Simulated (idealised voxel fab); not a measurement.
A process module follows: voxel spacer lines.
The cross-section shown here is cut; it is 265 nm wide and divided into square cells measuring 5 nm on a side.
If you're reading a cross-section in this doc, picture square cells in a grid; it comes to you as bands, top ones listed first down to the bottom, and a band can be one or more rows of cells. Basically the band line says how high the top is and how high the bottom is, in nm, and then what's in it from left to right, every material with its width in nm. Empty space shows up as "empty", and if a single material carries "full width" it runs the full band edge to edge. Basically, 0 is our baseline, since under it the wafer straight out of the box is all one material. The bottom band has no lower end and keeps on going down, so it looks like "0 and below". Width: "30..40" (first number = top row, second number = bottom row, same change from row to row of cells). For the purposes of this document, the phrase "same as before" attached to a step denotes that no cell within the cross-section was modified by that step. Listed in "Unvented internal voids": every empty space of 8 or more cells without an open way to the top. Form: width x height at distance, the distance being from the left edge, all in nm. If you see something after the settings on a step's line, that's the simulator's own remark about that step. overlay nm: mask offset rightward from planned place, masked step; negative means leftward offset.
Planned step list for the process
1. op RECEIVE | material Si
2. op CONFORMAL_DEP | material SiO2 | thk nm 10
3. op DIRECTIONAL_DEP | material polySi | thk nm 20
4. op DIRECTIONAL_DEP | material aC | thk nm 20
5. op PATTERN | tone cover | mask id MANDREL | material resist | width nm 20 | pitch nm 60 | thk nm 30 | overlay nm 0
6. op DIRECTIONAL_ETCH | etch materials aC | depth nm 20
7. op STRIP | etch materials resist
8. op CONFORMAL_DEP | material SiN | thk nm 10
9. op DIRECTIONAL_ETCH | etch materials SiN | depth nm 10
10. op STRIP | etch materials aC
11. op DIRECTIONAL_ETCH | etch materials polySi | depth nm 20
12. op STRIP | etch materials SiN
13. op FILL_DEP | material SiO2 | thk nm 5
14. op CMP | height nm 30
So, the first of our two wafers, run just as we planned it
Delivered wafer in cross-section: state after step 1
    0 and below | Si full width
    Unvented internal voids: none
Take a look at the wafer's cross-section after step 2
    10 down to 0 | SiO2 full width
    Under 0: no change, same as before.
Take a look at the wafer's cross-section after step 3
    30 down to 10 | polySi full width
    Under 10: no change, same as before.
Take a look at the wafer's cross-section after step 4
    50 down to 30 | aC full width
    Under 30: no change, same as before.
Take a look at the wafer's cross-section after step 5
    80 down to 50 | empty: 60, then resist: 20, then empty: 40, then resist: 20, then empty: 40, then resist: 20, then empty: 65
    Under 50: no change, same as before.
Take a look at the wafer's cross-section after step 6
    60 down to 50 | empty: 60, then resist: 20, then empty: 40, then resist: 20, then empty: 40, then resist: 20, then empty: 65
    50 down to 30 | empty: 60, then aC: 20, then empty: 40, then aC: 20, then empty: 40, then aC: 20, then empty: 65
    Under 30: no change, same as before.
Take a look at the wafer's cross-section after step 7
    50 down to 30 | empty: 60, then aC: 20, then empty: 40, then aC: 20, then empty: 40, then aC: 20, then empty: 65
    Under 30: no change, same as before.
Take a look at the wafer's cross-section after step 8
    60 down to 50 | empty: 50, then SiN: 40, then empty: 20, then SiN: 40, then empty: 20, then SiN: 40, then empty: 55
    50 down to 40 | empty: 50, then SiN: 10, then aC: 20, then SiN: 10, then empty: 20, then SiN: 10, then aC: 20, then SiN: 10, then empty: 20, then SiN: 10, then aC: 20, then SiN: 10, then empty: 55
    40 down to 30 | SiN: 60, then aC: 20, then SiN: 40, then aC: 20, then SiN: 40, then aC: 20, then SiN: 65
    Under 30: no change, same as before.
Take a look at the wafer's cross-section after step 9
    50 down to 30 | empty: 50, then SiN: 10, then aC: 20, then SiN: 10, then empty: 20, then SiN: 10, then aC: 20, then SiN: 10, then empty: 20, then SiN: 10, then aC: 20, then SiN: 10, then empty: 55
    Under 30: no change, same as before.
Take a look at the wafer's cross-section after step 10
    50 down to 30 | empty: 50, then SiN: 10, then empty: 20, then SiN: 10, then empty: 20, then SiN: 10, then empty: 20, then SiN: 10, then empty: 20, then SiN: 10, then empty: 20, then SiN: 10, then empty: 55
    Under 30: no change, same as before.
Take a look at the wafer's cross-section after step 11
    50 down to 30 | empty: 50, then SiN: 10, then empty: 20, then SiN: 10, then empty: 20, then SiN: 10, then empty: 20, then SiN: 10, then empty: 20, then SiN: 10, then empty: 20, then SiN: 10, then empty: 55
    30 down to 10 | empty: 50, then polySi: 10, then empty: 20, then polySi: 10, then empty: 20, then polySi: 10, then empty: 20, then polySi: 10, then empty: 20, then polySi: 10, then empty: 20, then polySi: 10, then empty: 55
    Under 10: no change, same as before.
Take a look at the wafer's cross-section after step 12
    30 down to 10 | empty: 50, then polySi: 10, then empty: 20, then polySi: 10, then empty: 20, then polySi: 10, then empty: 20, then polySi: 10, then empty: 20, then polySi: 10, then empty: 20, then polySi: 10, then empty: 55
    Under 10: no change, same as before.
Take a look at the wafer's cross-section after step 13
    35 down to 30 | SiO2 full width
    30 down to 10 | SiO2: 50, then polySi: 10, then SiO2: 20, then polySi: 10, then SiO2: 20, then polySi: 10, then SiO2: 20, then polySi: 10, then SiO2: 20, then polySi: 10, then SiO2: 20, then polySi: 10, then SiO2: 55
    Under 10: no change, same as before.
Take a look at the wafer's cross-section after step 14
    30 down to 10 | SiO2: 50, then polySi: 10, then SiO2: 20, then polySi: 10, then SiO2: 20, then polySi: 10, then SiO2: 20, then polySi: 10, then SiO2: 20, then polySi: 10, then SiO2: 20, then polySi: 10, then SiO2: 55
    Under 10: no change, same as before.
Okay, second wafer. Nothing different at the start, nothing different in the plan, just one mistake somewhere in the running. As far as step 11, counting that step, it's the first wafer all over again
Look at the second wafer in cross-section at the time step 12 ought to have finished: same as before
Look at the second wafer in cross-section at the time step 13 ought to have finished
    55 down to 50 | SiO2 full width
    50 down to 30 | SiO2: 50, then SiN: 10, then SiO2: 20, then SiN: 10, then SiO2: 20, then SiN: 10, then SiO2: 20, then SiN: 10, then SiO2: 20, then SiN: 10, then SiO2: 20, then SiN: 10, then SiO2: 55
    30 down to 10 | SiO2: 50, then polySi: 10, then SiO2: 20, then polySi: 10, then SiO2: 20, then polySi: 10, then SiO2: 20, then polySi: 10, then SiO2: 20, then polySi: 10, then SiO2: 20, then polySi: 10, then SiO2: 55
    Under 10: no change, same as before.
Look at the second wafer in cross-section at the time step 14 ought to have finished
    30 down to 10 | SiO2: 50, then polySi: 10, then SiO2: 20, then polySi: 10, then SiO2: 20, then polySi: 10, then SiO2: 20, then polySi: 10, then SiO2: 20, then polySi: 10, then SiO2: 20, then polySi: 10, then SiO2: 55
    Under 10: no change, same as before.
What broke from the plan during processing? execution of step 12 of the plan did not take place, the step having been omitted
The two wafers wind up with the same cross-section at the end, so whatever this model computes is the same despite the mistake.
